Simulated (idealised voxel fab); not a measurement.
Name of the process module below: voxel wiring stack
We display cut, a cross-section 260 nm in width whose square cells are each 5 nm.
Cross-section, as written here: a square-cell grid given band by band from the top down, where a band holds one or more rows of cells.
Read a band's entry like this: the first values are the height of its top and the height of its bottom in nm, and what follows is the sequence of materials from left to right, each with its width in nm. Note that "blank" is empty space, and that a single material marked "everywhere" reaches across the band from edge to edge.
Height 0 is the level under which the wafer as received is all one material. The lowest band goes on downwards, as in "from 0 down".
Read "30->40" as a graded width: first number on top, second number at the bottom, same change between each pair of neighbouring rows.
Where the words "no alteration" appear for a step, the cross-section shows no cell changed by that step; every cell remained as before.
Voids not open to the top, 8 cells minimum: see "Voids, sealed". Written width x height at distance; distance is from the left edge; nm.
Note: text after step settings on the step line = simulator remark on that step.
overlay nm: mask offset rightward from planned place, masked step; negative means leftward offset.
THE PROCESS STEPS THAT WERE PLANNED ARE LISTED BELOW
step 1: RECEIVE, material Si
step 2: CONFORMAL_DEP, material SiO2, thk nm 15
step 3: DIRECTIONAL_DEP, material TiN, thk nm 5
step 4: DIRECTIONAL_DEP, material W, thk nm 20
step 5: PATTERN, tone cover, mask id METAL_1, material resist, width nm 20, pitch nm 45, thk nm 15, overlay nm 0
step 6: DIRECTIONAL_ETCH, etch materials W, depth nm 20
step 7: DIRECTIONAL_ETCH, etch materials TiN, depth nm 5
step 8: STRIP, etch materials resist
step 9: FILL_DEP, material SiO2, thk nm 10
step 10: CMP, height nm 40
step 11: CONFORMAL_DEP, material SiCN, thk nm 5
step 12: DIRECTIONAL_DEP, material lowk, thk nm 30
step 13: DIRECTIONAL_DEP, material aC, thk nm 10
step 14: PATTERN, tone open, mask id METAL_2_HOLES, material resist, width nm 15, pitch nm 90, thk nm 30, overlay nm 0
step 15: DIRECTIONAL_ETCH, etch materials aC, depth nm 10
step 16: STRIP, etch materials resist
step 17: DIRECTIONAL_ETCH, etch materials lowk, depth nm 30
step 18: STRIP, etch materials aC
step 19: PATTERN, tone open, mask id METAL_2, material resist, width nm 20, pitch nm 45, thk nm 15, overlay nm 0
step 20: DIRECTIONAL_ETCH, etch materials lowk, depth nm 20
step 21: DIRECTIONAL_ETCH, etch materials SiCN, depth nm 5
step 22: STRIP, etch materials resist
step 23: CONFORMAL_DEP, material TiN, thk nm 5
step 24: FILL_DEP, material Ru, thk nm 5
step 25: CMP, height nm 75
step 26: CONFORMAL_DEP, material SiCN, thk nm 5
step 27: DIRECTIONAL_DEP, material lowk, thk nm 10
step 28: DIRECTIONAL_DEP, material aC, thk nm 15
step 29: PATTERN, tone open, mask id PLUG_2, material resist, width nm 15, pitch nm 45, thk nm 30, overlay nm 0
step 30: DIRECTIONAL_ETCH, etch materials aC, depth nm 15
step 31: STRIP, etch materials resist
step 32: DIRECTIONAL_ETCH, etch materials lowk, depth nm 10
step 33: DIRECTIONAL_ETCH, etch materials SiCN, depth nm 5
step 34: STRIP, etch materials aC
step 35: CONFORMAL_DEP, material TiN, thk nm 5
step 36: FILL_DEP, material Ru, thk nm 10
step 37: CMP, height nm 90
step 38: DIRECTIONAL_DEP, material TiN, thk nm 5
step 39: DIRECTIONAL_DEP, material W, thk nm 15
step 40: PATTERN, tone cover, mask id METAL_3, material resist, width nm 20, pitch nm 45, thk nm 15, overlay nm 0
step 41: DIRECTIONAL_ETCH, etch materials W, depth nm 15
step 42: DIRECTIONAL_ETCH, etch materials TiN, depth nm 5
step 43: STRIP, etch materials resist
step 44: FILL_DEP, material lowk, thk nm 5
step 45: CMP, height nm 110
step 46: CONFORMAL_DEP, material SiN, thk nm 5
FIRST OF THE TWO WAFERS, RUN PER PLAN
AS-RECEIVED STATE OF THE WAFER IN CROSS-SECTION, EQUIVALENT TO POST-STEP 1
  from 0 down  Si everywhere
  Voids, sealed: none
STATE OF THE WAFER AFTER STEP 2, SHOWN IN CROSS-SECTION
  from 15 to 0  SiO2 everywhere
  below 0: unchanged
STATE OF THE WAFER AFTER STEP 3, SHOWN IN CROSS-SECTION
  from 20 to 15  TiN everywhere
  below 15: unchanged
STATE OF THE WAFER AFTER STEP 4, SHOWN IN CROSS-SECTION
  from 40 to 20  W everywhere
  below 20: unchanged
STATE OF THE WAFER AFTER STEP 5, SHOWN IN CROSS-SECTION
  from 55 to 40  blank 50 nm, then resist 20 nm, then blank 25 nm, then resist 20 nm, then blank 25 nm, then resist 20 nm, then blank 25 nm, then resist 20 nm, then blank 55 nm
  below 40: unchanged
STATE OF THE WAFER AFTER STEP 6, SHOWN IN CROSS-SECTION
  from 55 to 40  blank 50 nm, then resist 20 nm, then blank 25 nm, then resist 20 nm, then blank 25 nm, then resist 20 nm, then blank 25 nm, then resist 20 nm, then blank 55 nm
  from 40 to 20  blank 50 nm, then W 20 nm, then blank 25 nm, then W 20 nm, then blank 25 nm, then W 20 nm, then blank 25 nm, then W 20 nm, then blank 55 nm
  below 20: unchanged
STATE OF THE WAFER AFTER STEP 7, SHOWN IN CROSS-SECTION
  from 55 to 40  blank 50 nm, then resist 20 nm, then blank 25 nm, then resist 20 nm, then blank 25 nm, then resist 20 nm, then blank 25 nm, then resist 20 nm, then blank 55 nm
  from 40 to 20  blank 50 nm, then W 20 nm, then blank 25 nm, then W 20 nm, then blank 25 nm, then W 20 nm, then blank 25 nm, then W 20 nm, then blank 55 nm
  from 20 to 15  blank 50 nm, then TiN 20 nm, then blank 25 nm, then TiN 20 nm, then blank 25 nm, then TiN 20 nm, then blank 25 nm, then TiN 20 nm, then blank 55 nm
  below 15: unchanged
STATE OF THE WAFER AFTER STEP 8, SHOWN IN CROSS-SECTION
  from 40 to 20  blank 50 nm, then W 20 nm, then blank 25 nm, then W 20 nm, then blank 25 nm, then W 20 nm, then blank 25 nm, then W 20 nm, then blank 55 nm
  below 20: unchanged
STATE OF THE WAFER AFTER STEP 9, SHOWN IN CROSS-SECTION
  from 50 to 40  SiO2 everywhere
  from 40 to 20  SiO2 50 nm, then W 20 nm, then SiO2 25 nm, then W 20 nm, then SiO2 25 nm, then W 20 nm, then SiO2 25 nm, then W 20 nm, then SiO2 55 nm
  from 20 to 15  SiO2 50 nm, then TiN 20 nm, then SiO2 25 nm, then TiN 20 nm, then SiO2 25 nm, then TiN 20 nm, then SiO2 25 nm, then TiN 20 nm, then SiO2 55 nm
  below 15: unchanged
STATE OF THE WAFER AFTER STEP 10, SHOWN IN CROSS-SECTION
  from 40 to 20  SiO2 50 nm, then W 20 nm, then SiO2 25 nm, then W 20 nm, then SiO2 25 nm, then W 20 nm, then SiO2 25 nm, then W 20 nm, then SiO2 55 nm
  below 20: unchanged
STATE OF THE WAFER AFTER STEP 11, SHOWN IN CROSS-SECTION
  from 45 to 40  SiCN everywhere
  below 40: unchanged
STATE OF THE WAFER AFTER STEP 12, SHOWN IN CROSS-SECTION
  from 75 to 45  lowk everywhere
  below 45: unchanged
STATE OF THE WAFER AFTER STEP 13, SHOWN IN CROSS-SECTION
  from 85 to 75  aC everywhere
  below 75: unchanged
STATE OF THE WAFER AFTER STEP 14, SHOWN IN CROSS-SECTION
  from 115 to 85  resist 50 nm, then blank 15 nm, then resist 75 nm, then blank 15 nm, then resist 105 nm
  below 85: unchanged
STATE OF THE WAFER AFTER STEP 15, SHOWN IN CROSS-SECTION
  from 105 to 85  resist 50 nm, then blank 15 nm, then resist 75 nm, then blank 15 nm, then resist 105 nm
  from 85 to 75  aC 50 nm, then blank 15 nm, then aC 75 nm, then blank 15 nm, then aC 105 nm
  below 75: unchanged
STATE OF THE WAFER AFTER STEP 16, SHOWN IN CROSS-SECTION
  from 85 to 75  aC 50 nm, then blank 15 nm, then aC 75 nm, then blank 15 nm, then aC 105 nm
  below 75: unchanged
STATE OF THE WAFER AFTER STEP 17, SHOWN IN CROSS-SECTION
  from 85 to 75  aC 50 nm, then blank 15 nm, then aC 75 nm, then blank 15 nm, then aC 105 nm
  from 75 to 45  lowk 50 nm, then blank 15 nm, then lowk 75 nm, then blank 15 nm, then lowk 105 nm
  below 45: unchanged
STATE OF THE WAFER AFTER STEP 18, SHOWN IN CROSS-SECTION
  from 75 to 45  lowk 50 nm, then blank 15 nm, then lowk 75 nm, then blank 15 nm, then lowk 105 nm
  below 45: unchanged
STATE OF THE WAFER AFTER STEP 19, SHOWN IN CROSS-SECTION
  from 90 to 75  resist 50 nm, then blank 20 nm, then resist 25 nm, then blank 20 nm, then resist 25 nm, then blank 20 nm, then resist 25 nm, then blank 20 nm, then resist 55 nm
  below 75: unchanged
STATE OF THE WAFER AFTER STEP 20, SHOWN IN CROSS-SECTION
  from 90 to 75  resist 50 nm, then blank 20 nm, then resist 25 nm, then blank 20 nm, then resist 25 nm, then blank 20 nm, then resist 25 nm, then blank 20 nm, then resist 55 nm
  from 75 to 55  lowk 50 nm, then blank 20 nm, then lowk 25 nm, then blank 20 nm, then lowk 25 nm, then blank 20 nm, then lowk 25 nm, then blank 20 nm, then lowk 55 nm
  below 55: unchanged
STATE OF THE WAFER AFTER STEP 21, SHOWN IN CROSS-SECTION
  from 90 to 75  resist 50 nm, then blank 20 nm, then resist 25 nm, then blank 20 nm, then resist 25 nm, then blank 20 nm, then resist 25 nm, then blank 20 nm, then resist 55 nm
  from 75 to 55  lowk 50 nm, then blank 20 nm, then lowk 25 nm, then blank 20 nm, then lowk 25 nm, then blank 20 nm, then lowk 25 nm, then blank 20 nm, then lowk 55 nm
  from 55 to 45  lowk 50 nm, then blank 15 nm, then lowk 75 nm, then blank 15 nm, then lowk 105 nm
  from 45 to 40  SiCN 50 nm, then blank 15 nm, then SiCN 75 nm, then blank 15 nm, then SiCN 105 nm
  below 40: unchanged
STATE OF THE WAFER AFTER STEP 22, SHOWN IN CROSS-SECTION
  from 75 to 55  lowk 50 nm, then blank 20 nm, then lowk 25 nm, then blank 20 nm, then lowk 25 nm, then blank 20 nm, then lowk 25 nm, then blank 20 nm, then lowk 55 nm
  below 55: unchanged
STATE OF THE WAFER AFTER STEP 23, SHOWN IN CROSS-SECTION
  from 80 to 75  TiN 55 nm, then blank 10 nm, then TiN 35 nm, then blank 10 nm, then TiN 35 nm, then blank 10 nm, then TiN 35 nm, then blank 10 nm, then TiN 60 nm
  from 75 to 60  lowk 50 nm, then TiN 5 nm, then blank 10 nm, then TiN 5 nm, then lowk 25 nm, then TiN 5 nm, then blank 10 nm, then TiN 5 nm, then lowk 25 nm, then TiN 5 nm, then blank 10 nm, then TiN 5 nm, then lowk 25 nm, then TiN 5 nm, then blank 10 nm, then TiN 5 nm, then lowk 55 nm
  from 60 to 55  lowk 50 nm, then TiN 5 nm, then blank 5 nm, then TiN 10 nm, then lowk 25 nm, then TiN 20 nm, then lowk 25 nm, then TiN 5 nm, then blank 5 nm, then TiN 10 nm, then lowk 25 nm, then TiN 20 nm, then lowk 55 nm
  from 55 to 45  lowk 50 nm, then TiN 5 nm, then blank 5 nm, then TiN 5 nm, then lowk 75 nm, then TiN 5 nm, then blank 5 nm, then TiN 5 nm, then lowk 105 nm
  from 45 to 40  SiCN 50 nm, then TiN 15 nm, then SiCN 75 nm, then TiN 15 nm, then SiCN 105 nm
  below 40: unchanged
STATE OF THE WAFER AFTER STEP 24, SHOWN IN CROSS-SECTION
  from 85 to 80  Ru everywhere
  from 80 to 75  TiN 55 nm, then Ru 10 nm, then TiN 35 nm, then Ru 10 nm, then TiN 35 nm, then Ru 10 nm, then TiN 35 nm, then Ru 10 nm, then TiN 60 nm
  from 75 to 60  lowk 50 nm, then TiN 5 nm, then Ru 10 nm, then TiN 5 nm, then lowk 25 nm, then TiN 5 nm, then Ru 10 nm, then TiN 5 nm, then lowk 25 nm, then TiN 5 nm, then Ru 10 nm, then TiN 5 nm, then lowk 25 nm, then TiN 5 nm, then Ru 10 nm, then TiN 5 nm, then lowk 55 nm
  from 60 to 55  lowk 50 nm, then TiN 5 nm, then Ru 5 nm, then TiN 10 nm, then lowk 25 nm, then TiN 20 nm, then lowk 25 nm, then TiN 5 nm, then Ru 5 nm, then TiN 10 nm, then lowk 25 nm, then TiN 20 nm, then lowk 55 nm
  from 55 to 45  lowk 50 nm, then TiN 5 nm, then Ru 5 nm, then TiN 5 nm, then lowk 75 nm, then TiN 5 nm, then Ru 5 nm, then TiN 5 nm, then lowk 105 nm
  below 45: unchanged
STATE OF THE WAFER AFTER STEP 25, SHOWN IN CROSS-SECTION
  from 75 to 60  lowk 50 nm, then TiN 5 nm, then Ru 10 nm, then TiN 5 nm, then lowk 25 nm, then TiN 5 nm, then Ru 10 nm, then TiN 5 nm, then lowk 25 nm, then TiN 5 nm, then Ru 10 nm, then TiN 5 nm, then lowk 25 nm, then TiN 5 nm, then Ru 10 nm, then TiN 5 nm, then lowk 55 nm
  below 60: unchanged
STATE OF THE WAFER AFTER STEP 26, SHOWN IN CROSS-SECTION
  from 80 to 75  SiCN everywhere
  below 75: unchanged
STATE OF THE WAFER AFTER STEP 27, SHOWN IN CROSS-SECTION
  from 90 to 80  lowk everywhere
  below 80: unchanged
STATE OF THE WAFER AFTER STEP 28, SHOWN IN CROSS-SECTION
  from 105 to 90  aC everywhere
  below 90: unchanged
STATE OF THE WAFER AFTER STEP 29, SHOWN IN CROSS-SECTION
  from 135 to 105  resist 50 nm, then blank 15 nm, then resist 30 nm, then blank 15 nm, then resist 30 nm, then blank 15 nm, then resist 30 nm, then blank 15 nm, then resist 60 nm
  below 105: unchanged
STATE OF THE WAFER AFTER STEP 30, SHOWN IN CROSS-SECTION
  from 120 to 105  resist 50 nm, then blank 15 nm, then resist 30 nm, then blank 15 nm, then resist 30 nm, then blank 15 nm, then resist 30 nm, then blank 15 nm, then resist 60 nm
  from 105 to 90  aC 50 nm, then blank 15 nm, then aC 30 nm, then blank 15 nm, then aC 30 nm, then blank 15 nm, then aC 30 nm, then blank 15 nm, then aC 60 nm
  below 90: unchanged
STATE OF THE WAFER AFTER STEP 31, SHOWN IN CROSS-SECTION
  from 105 to 90  aC 50 nm, then blank 15 nm, then aC 30 nm, then blank 15 nm, then aC 30 nm, then blank 15 nm, then aC 30 nm, then blank 15 nm, then aC 60 nm
  below 90: unchanged
STATE OF THE WAFER AFTER STEP 32, SHOWN IN CROSS-SECTION
  from 105 to 90  aC 50 nm, then blank 15 nm, then aC 30 nm, then blank 15 nm, then aC 30 nm, then blank 15 nm, then aC 30 nm, then blank 15 nm, then aC 60 nm
  from 90 to 80  lowk 50 nm, then blank 15 nm, then lowk 30 nm, then blank 15 nm, then lowk 30 nm, then blank 15 nm, then lowk 30 nm, then blank 15 nm, then lowk 60 nm
  below 80: unchanged
STATE OF THE WAFER AFTER STEP 33, SHOWN IN CROSS-SECTION
  from 105 to 90  aC 50 nm, then blank 15 nm, then aC 30 nm, then blank 15 nm, then aC 30 nm, then blank 15 nm, then aC 30 nm, then blank 15 nm, then aC 60 nm
  from 90 to 80  lowk 50 nm, then blank 15 nm, then lowk 30 nm, then blank 15 nm, then lowk 30 nm, then blank 15 nm, then lowk 30 nm, then blank 15 nm, then lowk 60 nm
  from 80 to 75  SiCN 50 nm, then blank 15 nm, then SiCN 30 nm, then blank 15 nm, then SiCN 30 nm, then blank 15 nm, then SiCN 30 nm, then blank 15 nm, then SiCN 60 nm
  below 75: unchanged
STATE OF THE WAFER AFTER STEP 34, SHOWN IN CROSS-SECTION
  from 90 to 80  lowk 50 nm, then blank 15 nm, then lowk 30 nm, then blank 15 nm, then lowk 30 nm, then blank 15 nm, then lowk 30 nm, then blank 15 nm, then lowk 60 nm
  below 80: unchanged
STATE OF THE WAFER AFTER STEP 35, SHOWN IN CROSS-SECTION
  from 95 to 90  TiN 55 nm, then blank 5 nm, then TiN 40 nm, then blank 5 nm, then TiN 40 nm, then blank 5 nm, then TiN 40 nm, then blank 5 nm, then TiN 65 nm
  from 90 to 80  lowk 50 nm, then TiN 5 nm, then blank 5 nm, then TiN 5 nm, then lowk 30 nm, then TiN 5 nm, then blank 5 nm, then TiN 5 nm, then lowk 30 nm, then TiN 5 nm, then blank 5 nm, then TiN 5 nm, then lowk 30 nm, then TiN 5 nm, then blank 5 nm, then TiN 5 nm, then lowk 60 nm
  from 80 to 75  SiCN 50 nm, then TiN 15 nm, then SiCN 30 nm, then TiN 15 nm, then SiCN 30 nm, then TiN 15 nm, then SiCN 30 nm, then TiN 15 nm, then SiCN 60 nm
  below 75: unchanged
STATE OF THE WAFER AFTER STEP 36, SHOWN IN CROSS-SECTION
  from 105 to 95  Ru everywhere
  from 95 to 90  TiN 55 nm, then Ru 5 nm, then TiN 40 nm, then Ru 5 nm, then TiN 40 nm, then Ru 5 nm, then TiN 40 nm, then Ru 5 nm, then TiN 65 nm
  from 90 to 80  lowk 50 nm, then TiN 5 nm, then Ru 5 nm, then TiN 5 nm, then lowk 30 nm, then TiN 5 nm, then Ru 5 nm, then TiN 5 nm, then lowk 30 nm, then TiN 5 nm, then Ru 5 nm, then TiN 5 nm, then lowk 30 nm, then TiN 5 nm, then Ru 5 nm, then TiN 5 nm, then lowk 60 nm
  below 80: unchanged
STATE OF THE WAFER AFTER STEP 37, SHOWN IN CROSS-SECTION
  from 90 to 80  lowk 50 nm, then TiN 5 nm, then Ru 5 nm, then TiN 5 nm, then lowk 30 nm, then TiN 5 nm, then Ru 5 nm, then TiN 5 nm, then lowk 30 nm, then TiN 5 nm, then Ru 5 nm, then TiN 5 nm, then lowk 30 nm, then TiN 5 nm, then Ru 5 nm, then TiN 5 nm, then lowk 60 nm
  below 80: unchanged
STATE OF THE WAFER AFTER STEP 38, SHOWN IN CROSS-SECTION
  from 95 to 90  TiN everywhere
  below 90: unchanged
STATE OF THE WAFER AFTER STEP 39, SHOWN IN CROSS-SECTION
  from 110 to 95  W everywhere
  below 95: unchanged
STATE OF THE WAFER AFTER STEP 40, SHOWN IN CROSS-SECTION
  from 125 to 110  blank 50 nm, then resist 20 nm, then blank 25 nm, then resist 20 nm, then blank 25 nm, then resist 20 nm, then blank 25 nm, then resist 20 nm, then blank 55 nm
  below 110: unchanged
STATE OF THE WAFER AFTER STEP 41, SHOWN IN CROSS-SECTION
  from 125 to 110  blank 50 nm, then resist 20 nm, then blank 25 nm, then resist 20 nm, then blank 25 nm, then resist 20 nm, then blank 25 nm, then resist 20 nm, then blank 55 nm
  from 110 to 95  blank 50 nm, then W 20 nm, then blank 25 nm, then W 20 nm, then blank 25 nm, then W 20 nm, then blank 25 nm, then W 20 nm, then blank 55 nm
  below 95: unchanged
STATE OF THE WAFER AFTER STEP 42, SHOWN IN CROSS-SECTION
  from 125 to 110  blank 50 nm, then resist 20 nm, then blank 25 nm, then resist 20 nm, then blank 25 nm, then resist 20 nm, then blank 25 nm, then resist 20 nm, then blank 55 nm
  from 110 to 95  blank 50 nm, then W 20 nm, then blank 25 nm, then W 20 nm, then blank 25 nm, then W 20 nm, then blank 25 nm, then W 20 nm, then blank 55 nm
  from 95 to 90  blank 50 nm, then TiN 20 nm, then blank 25 nm, then TiN 20 nm, then blank 25 nm, then TiN 20 nm, then blank 25 nm, then TiN 20 nm, then blank 55 nm
  below 90: unchanged
STATE OF THE WAFER AFTER STEP 43, SHOWN IN CROSS-SECTION
  from 110 to 95  blank 50 nm, then W 20 nm, then blank 25 nm, then W 20 nm, then blank 25 nm, then W 20 nm, then blank 25 nm, then W 20 nm, then blank 55 nm
  below 95: unchanged
STATE OF THE WAFER AFTER STEP 44, SHOWN IN CROSS-SECTION
  from 115 to 110  lowk everywhere
  from 110 to 95  lowk 50 nm, then W 20 nm, then lowk 25 nm, then W 20 nm, then lowk 25 nm, then W 20 nm, then lowk 25 nm, then W 20 nm, then lowk 55 nm
  from 95 to 90  lowk 50 nm, then TiN 20 nm, then lowk 25 nm, then TiN 20 nm, then lowk 25 nm, then TiN 20 nm, then lowk 25 nm, then TiN 20 nm, then lowk 55 nm
  below 90: unchanged
STATE OF THE WAFER AFTER STEP 45, SHOWN IN CROSS-SECTION
  from 110 to 95  lowk 50 nm, then W 20 nm, then lowk 25 nm, then W 20 nm, then lowk 25 nm, then W 20 nm, then lowk 25 nm, then W 20 nm, then lowk 55 nm
  below 95: unchanged
STATE OF THE WAFER AFTER STEP 46, SHOWN IN CROSS-SECTION
  from 115 to 110  SiN everywhere
  below 110: unchanged
THE SECOND WAFER: IDENTICAL TO THE FIRST AT THE OUTSET AND IN ITS PLANNED SEQUENCE, DIFFERING ONLY IN THAT ONE MISTAKE WAS MADE DURING PROCESSING; UP TO AND INCLUDING STEP 24, ITS PATH IS THE FIRST WAFER'S PATH
SECOND WAFER, CUT VIEW, END OF STEP 25 PER PLAN
  from 70 to 60  lowk 50 nm, then TiN 5 nm, then Ru 10 nm, then TiN 5 nm, then lowk 25 nm, then TiN 5 nm, then Ru 10 nm, then TiN 5 nm, then lowk 25 nm, then TiN 5 nm, then Ru 10 nm, then TiN 5 nm, then lowk 25 nm, then TiN 5 nm, then Ru 10 nm, then TiN 5 nm, then lowk 55 nm
  below 60: unchanged
SECOND WAFER, CUT VIEW, END OF STEP 26 PER PLAN
  from 75 to 70  SiCN everywhere
  below 70: unchanged
SECOND WAFER, CUT VIEW, END OF STEP 27 PER PLAN
  from 85 to 75  lowk everywhere
  below 75: unchanged
SECOND WAFER, CUT VIEW, END OF STEP 28 PER PLAN
  from 100 to 85  aC everywhere
  below 85: unchanged
SECOND WAFER, CUT VIEW, END OF STEP 29 PER PLAN
  from 130 to 100  resist 50 nm, then blank 15 nm, then resist 30 nm, then blank 15 nm, then resist 30 nm, then blank 15 nm, then resist 30 nm, then blank 15 nm, then resist 60 nm
  below 100: unchanged
SECOND WAFER, CUT VIEW, END OF STEP 30 PER PLAN
  from 115 to 100  resist 50 nm, then blank 15 nm, then resist 30 nm, then blank 15 nm, then resist 30 nm, then blank 15 nm, then resist 30 nm, then blank 15 nm, then resist 60 nm
  from 100 to 85  aC 50 nm, then blank 15 nm, then aC 30 nm, then blank 15 nm, then aC 30 nm, then blank 15 nm, then aC 30 nm, then blank 15 nm, then aC 60 nm
  below 85: unchanged
SECOND WAFER, CUT VIEW, END OF STEP 31 PER PLAN
  from 100 to 85  aC 50 nm, then blank 15 nm, then aC 30 nm, then blank 15 nm, then aC 30 nm, then blank 15 nm, then aC 30 nm, then blank 15 nm, then aC 60 nm
  below 85: unchanged
SECOND WAFER, CUT VIEW, END OF STEP 32 PER PLAN
  from 100 to 85  aC 50 nm, then blank 15 nm, then aC 30 nm, then blank 15 nm, then aC 30 nm, then blank 15 nm, then aC 30 nm, then blank 15 nm, then aC 60 nm
  from 85 to 75  lowk 50 nm, then blank 15 nm, then lowk 30 nm, then blank 15 nm, then lowk 30 nm, then blank 15 nm, then lowk 30 nm, then blank 15 nm, then lowk 60 nm
  below 75: unchanged
SECOND WAFER, CUT VIEW, END OF STEP 33 PER PLAN
  from 100 to 85  aC 50 nm, then blank 15 nm, then aC 30 nm, then blank 15 nm, then aC 30 nm, then blank 15 nm, then aC 30 nm, then blank 15 nm, then aC 60 nm
  from 85 to 75  lowk 50 nm, then blank 15 nm, then lowk 30 nm, then blank 15 nm, then lowk 30 nm, then blank 15 nm, then lowk 30 nm, then blank 15 nm, then lowk 60 nm
  from 75 to 70  SiCN 50 nm, then blank 15 nm, then SiCN 30 nm, then blank 15 nm, then SiCN 30 nm, then blank 15 nm, then SiCN 30 nm, then blank 15 nm, then SiCN 60 nm
  below 70: unchanged
SECOND WAFER, CUT VIEW, END OF STEP 34 PER PLAN
  from 85 to 75  lowk 50 nm, then blank 15 nm, then lowk 30 nm, then blank 15 nm, then lowk 30 nm, then blank 15 nm, then lowk 30 nm, then blank 15 nm, then lowk 60 nm
  below 75: unchanged
SECOND WAFER, CUT VIEW, END OF STEP 35 PER PLAN
  from 90 to 85  TiN 55 nm, then blank 5 nm, then TiN 40 nm, then blank 5 nm, then TiN 40 nm, then blank 5 nm, then TiN 40 nm, then blank 5 nm, then TiN 65 nm
  from 85 to 75  lowk 50 nm, then TiN 5 nm, then blank 5 nm, then TiN 5 nm, then lowk 30 nm, then TiN 5 nm, then blank 5 nm, then TiN 5 nm, then lowk 30 nm, then TiN 5 nm, then blank 5 nm, then TiN 5 nm, then lowk 30 nm, then TiN 5 nm, then blank 5 nm, then TiN 5 nm, then lowk 60 nm
  from 75 to 70  SiCN 50 nm, then TiN 15 nm, then SiCN 30 nm, then TiN 15 nm, then SiCN 30 nm, then TiN 15 nm, then SiCN 30 nm, then TiN 15 nm, then SiCN 60 nm
  below 70: unchanged
SECOND WAFER, CUT VIEW, END OF STEP 36 PER PLAN
  from 100 to 90  Ru everywhere
  from 90 to 85  TiN 55 nm, then Ru 5 nm, then TiN 40 nm, then Ru 5 nm, then TiN 40 nm, then Ru 5 nm, then TiN 40 nm, then Ru 5 nm, then TiN 65 nm
  from 85 to 75  lowk 50 nm, then TiN 5 nm, then Ru 5 nm, then TiN 5 nm, then lowk 30 nm, then TiN 5 nm, then Ru 5 nm, then TiN 5 nm, then lowk 30 nm, then TiN 5 nm, then Ru 5 nm, then TiN 5 nm, then lowk 30 nm, then TiN 5 nm, then Ru 5 nm, then TiN 5 nm, then lowk 60 nm
  below 75: unchanged
SECOND WAFER, CUT VIEW, END OF STEP 37 PER PLAN
  from 90 to 85  TiN 55 nm, then Ru 5 nm, then TiN 40 nm, then Ru 5 nm, then TiN 40 nm, then Ru 5 nm, then TiN 40 nm, then Ru 5 nm, then TiN 65 nm
  below 85: unchanged
SECOND WAFER, CUT VIEW, END OF STEP 38 PER PLAN
  from 95 to 90  TiN everywhere
  below 90: unchanged
SECOND WAFER, CUT VIEW, END OF STEP 39 PER PLAN
  from 110 to 95  W everywhere
  below 95: unchanged
SECOND WAFER, CUT VIEW, END OF STEP 40 PER PLAN
  from 125 to 110  blank 50 nm, then resist 20 nm, then blank 25 nm, then resist 20 nm, then blank 25 nm, then resist 20 nm, then blank 25 nm, then resist 20 nm, then blank 55 nm
  below 110: unchanged
SECOND WAFER, CUT VIEW, END OF STEP 41 PER PLAN
  from 125 to 110  blank 50 nm, then resist 20 nm, then blank 25 nm, then resist 20 nm, then blank 25 nm, then resist 20 nm, then blank 25 nm, then resist 20 nm, then blank 55 nm
  from 110 to 95  blank 50 nm, then W 20 nm, then blank 25 nm, then W 20 nm, then blank 25 nm, then W 20 nm, then blank 25 nm, then W 20 nm, then blank 55 nm
  below 95: unchanged
SECOND WAFER, CUT VIEW, END OF STEP 42 PER PLAN
  from 125 to 110  blank 50 nm, then resist 20 nm, then blank 25 nm, then resist 20 nm, then blank 25 nm, then resist 20 nm, then blank 25 nm, then resist 20 nm, then blank 55 nm
  from 110 to 95  blank 50 nm, then W 20 nm, then blank 25 nm, then W 20 nm, then blank 25 nm, then W 20 nm, then blank 25 nm, then W 20 nm, then blank 55 nm
  from 95 to 90  blank 50 nm, then TiN 20 nm, then blank 25 nm, then TiN 20 nm, then blank 25 nm, then TiN 20 nm, then blank 25 nm, then TiN 20 nm, then blank 55 nm
  below 90: unchanged
SECOND WAFER, CUT VIEW, END OF STEP 43 PER PLAN
  from 110 to 95  blank 50 nm, then W 20 nm, then blank 25 nm, then W 20 nm, then blank 25 nm, then W 20 nm, then blank 25 nm, then W 20 nm, then blank 55 nm
  below 95: unchanged
SECOND WAFER, CUT VIEW, END OF STEP 44 PER PLAN
  from 115 to 110  lowk everywhere
  from 110 to 95  lowk 50 nm, then W 20 nm, then lowk 25 nm, then W 20 nm, then lowk 25 nm, then W 20 nm, then lowk 25 nm, then W 20 nm, then lowk 55 nm
  from 95 to 90  lowk 50 nm, then TiN 20 nm, then lowk 25 nm, then TiN 20 nm, then lowk 25 nm, then TiN 20 nm, then lowk 25 nm, then TiN 20 nm, then lowk 55 nm
  below 90: unchanged
SECOND WAFER, CUT VIEW, END OF STEP 45 PER PLAN
  from 110 to 95  lowk 50 nm, then W 20 nm, then lowk 25 nm, then W 20 nm, then lowk 25 nm, then W 20 nm, then lowk 25 nm, then W 20 nm, then lowk 55 nm
  below 95: unchanged
SECOND WAFER, CUT VIEW, END OF STEP 46 PER PLAN
  from 115 to 110  SiN everywhere
  below 110: unchanged
Nonconformance to the process plan: step 25 ran with different settings than intended, the actual operation and settings being CMP, height nm 70
FYI, end of process, the second wafer has more or fewer cells of some materials than the first: Ru -4, TiN +40, lowk -36
